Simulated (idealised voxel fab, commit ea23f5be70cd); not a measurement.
Module name: voxel transistor to metal (process module)
Section shown: cut. Width: 210 nm. Cell size: 5 nm, square.
If you're reading a cross-section in this doc, picture square cells in a grid; it comes to you as bands, top ones listed first down to the bottom, and a band can be one or more rows of cells.
For a band, the entry starts with two heights in nm, that of the top and then that of the bottom, and carries on with the band's materials in order from left to right, each alongside its width in nm; the word "all across" beside a single material means it fills the band edge to edge, and "blank" means empty space.
The level at which height equals 0 is the one under which the wafer, as it arrives, is entirely one material. No lower edge exists for the bottom band, which continues downward and is notated as in "0 down".
The notation "30..40" denotes a width that varies across the rows of cells in the band, beginning at the first number in the top row, finishing at the second number in the bottom row, and changing by an identical amount from each row to the next.
"remained the same" (step): cross-section cells unchanged, all of them.
Each empty space that has no open way to the top and spans at least 8 cells appears under "Enclosed voids" as width x height at distance, the distance counted from the left edge, all in nm.
That trailing text on a step's line, after the settings, is the simulator's own remark on the step.
overlay nm: step with mask; distance mask lay right of planned place; negative value = left of planned place.
HERE'S WHAT THE PLANNED PROCESS STEPS LOOK LIKE
1) op RECEIVE | material Si
2) op OXIDIZE | depth nm 5
3) op CONFORMAL_DEP | material SiN | thk nm 10
4) op PATTERN | tone cover | mask id ACTIVE | material resist | width nm 95 | thk nm 15 | overlay nm 0
5) op DIRECTIONAL_ETCH | etch materials SiN | depth nm 10
6) op DIRECTIONAL_ETCH | etch materials SiO2 | depth nm 5
7) op DIRECTIONAL_ETCH | etch materials Si | depth nm 35
8) op STRIP | etch materials resist
9) op OXIDIZE | depth nm 5
10) op FILL_DEP | material SiO2 | thk nm 5
11) op CMP | height nm 10
12) op SELECTIVE_ETCH | etch materials SiO2 | depth nm 10
13) op STRIP | etch materials SiN
14) op SELECTIVE_ETCH | etch materials SiO2 | depth nm 5
15) op OXIDIZE | depth nm 5
16) op DIRECTIONAL_DEP | material polySi | thk nm 25
17) op DIRECTIONAL_DEP | material SiCN | thk nm 10
18) op MASKED_ETCH | tone cover | mask id GATE | width nm 15 | etch materials SiCN | depth nm 20 | overlay nm 0
19) op MASKED_ETCH | tone cover | mask id GATE | width nm 15 | etch materials polySi | depth nm 35 | overlay nm 0
20) op CONFORMAL_DEP | material SiN | thk nm 10
21) op DIRECTIONAL_ETCH | etch materials SiN | depth nm 10
22) op DIRECTIONAL_ETCH | etch materials SiO2 | depth nm 5
23) op DIRECTIONAL_ETCH | etch materials Si | depth nm 10
24) op EPI | material nSi | thk nm 15
25) op FILL_DEP | material SiO2 | thk nm 5
26) op CMP | height nm 30
27) op DIRECTIONAL_DEP | material SiO2 | thk nm 15
28) op MASKED_ETCH | tone open | mask id CONTACT | width nm 15 | pitch nm 60 | etch materials SiO2 | depth nm 50 | overlay nm 0
29) op CONFORMAL_DEP | material TiN | thk nm 5
30) op FILL_DEP | material W | thk nm 10
31) op CMP | height nm 45
32) op DIRECTIONAL_DEP | material TiN | thk nm 5
33) op DIRECTIONAL_DEP | material W | thk nm 25
34) op PATTERN | tone cover | mask id METAL_1 | material resist | width nm 15 | pitch nm 60 | thk nm 15 | overlay nm 0
35) op DIRECTIONAL_ETCH | etch materials W | depth nm 25
36) op DIRECTIONAL_ETCH | etch materials TiN | depth nm 5
37) op STRIP | etch materials resist
38) op FILL_DEP | material lowk | thk nm 10
39) op CMP | height nm 75
40) op CONFORMAL_DEP | material SiN | thk nm 5
WAFER AS RECEIVED: CROSS-SECTION FOLLOWING STEP 1
    0 down: Si all across
    Enclosed voids: none
HERE'S THE CROSS-SECTION OF THE FIRST OF OUR TWO WAFERS AT THE END OF THE MODULE - IT RAN AS PLANNED
    80 to 75: SiN all across
    75 to 50: lowk 65 nm  W 15 nm  lowk 45 nm  W 15 nm  lowk 70 nm
    50 to 45: lowk 65 nm  TiN 15 nm  lowk 45 nm  TiN 15 nm  lowk 70 nm
    45 to 30: SiO2 65 nm  TiN 5 nm  W 5 nm  TiN 5 nm  SiO2 45 nm  TiN 5 nm  W 5 nm  TiN 5 nm  SiO2 70 nm
    30 to 20: SiO2 65 nm  TiN 5 nm  W 5 nm  TiN 5 nm  SiO2 5 nm  SiN 10 nm  SiCN 15 nm  SiN 10 nm  SiO2 5 nm  TiN 5 nm  W 5 nm  TiN 5 nm  SiO2 70 nm
    20 to 10: SiO2 65 nm  TiN 5 nm  W 5 nm  TiN 5 nm  SiO2 5 nm  SiN 10 nm  polySi 15 nm  SiN 10 nm  SiO2 5 nm  TiN 5 nm  W 5 nm  TiN 5 nm  SiO2 70 nm
    10 to 5: SiO2 65 nm  TiN 15 nm  SiO2 5 nm  SiN 10 nm  polySi 15 nm  SiN 10 nm  SiO2 5 nm  TiN 15 nm  SiO2 70 nm
    5 to -5: SiO2 65 nm  TiN 5 nm  nSi 15 nm  SiN 10 nm  polySi 15 nm  SiN 10 nm  nSi 15 nm  TiN 5 nm  SiO2 70 nm
    -5 to -10: SiO2 55 nm  nSi 30 nm  SiO2 35 nm  nSi 30 nm  SiO2 60 nm
    -10 to -20: SiO2 60 nm  nSi 25 nm  Si 35 nm  nSi 25 nm  SiO2 65 nm
    -20 to -45: SiO2 60 nm  Si 85 nm  SiO2 65 nm
    -45 down: Si all across
    Enclosed voids: none
HERE IS THE SECOND OF THE TWO WAFERS CUT OPEN AT THE END OF THE MODULE - SAME START, SAME PLAN AS THE FIRST ONE, BUT WE MADE ONE MISTAKE RUNNING IT
    80 to 75: SiN all across
    75 to 50: lowk 65 nm  W 15 nm  lowk 45 nm  W 15 nm  lowk 70 nm
    50 to 45: lowk all across
    45 to 30: SiO2 65 nm  TiN 5 nm  W 5 nm  TiN 5 nm  SiO2 45 nm  TiN 5 nm  W 5 nm  TiN 5 nm  SiO2 70 nm
    30 to 20: SiO2 65 nm  TiN 5 nm  W 5 nm  TiN 5 nm  SiO2 5 nm  SiN 10 nm  SiCN 15 nm  SiN 10 nm  SiO2 5 nm  TiN 5 nm  W 5 nm  TiN 5 nm  SiO2 70 nm
    20 to 10: SiO2 65 nm  TiN 5 nm  W 5 nm  TiN 5 nm  SiO2 5 nm  SiN 10 nm  polySi 15 nm  SiN 10 nm  SiO2 5 nm  TiN 5 nm  W 5 nm  TiN 5 nm  SiO2 70 nm
    10 to 5: SiO2 65 nm  TiN 15 nm  SiO2 5 nm  SiN 10 nm  polySi 15 nm  SiN 10 nm  SiO2 5 nm  TiN 15 nm  SiO2 70 nm
    5 to -5: SiO2 65 nm  TiN 5 nm  nSi 15 nm  SiN 10 nm  polySi 15 nm  SiN 10 nm  nSi 15 nm  TiN 5 nm  SiO2 70 nm
    -5 to -10: SiO2 55 nm  nSi 30 nm  SiO2 35 nm  nSi 30 nm  SiO2 60 nm
    -10 to -20: SiO2 60 nm  nSi 25 nm  Si 35 nm  nSi 25 nm  SiO2 65 nm
    -20 to -45: SiO2 60 nm  Si 85 nm  SiO2 65 nm
    -45 down: Si all across
    Enclosed voids: none
What broke from the plan during processing? step 32 did not happen as planned, as run it was op DIRECTIONAL_DEP | material lowk | thk nm 5
Final wafer comparison in cells, second versus first, more or fewer per material: TiN -6; lowk +6
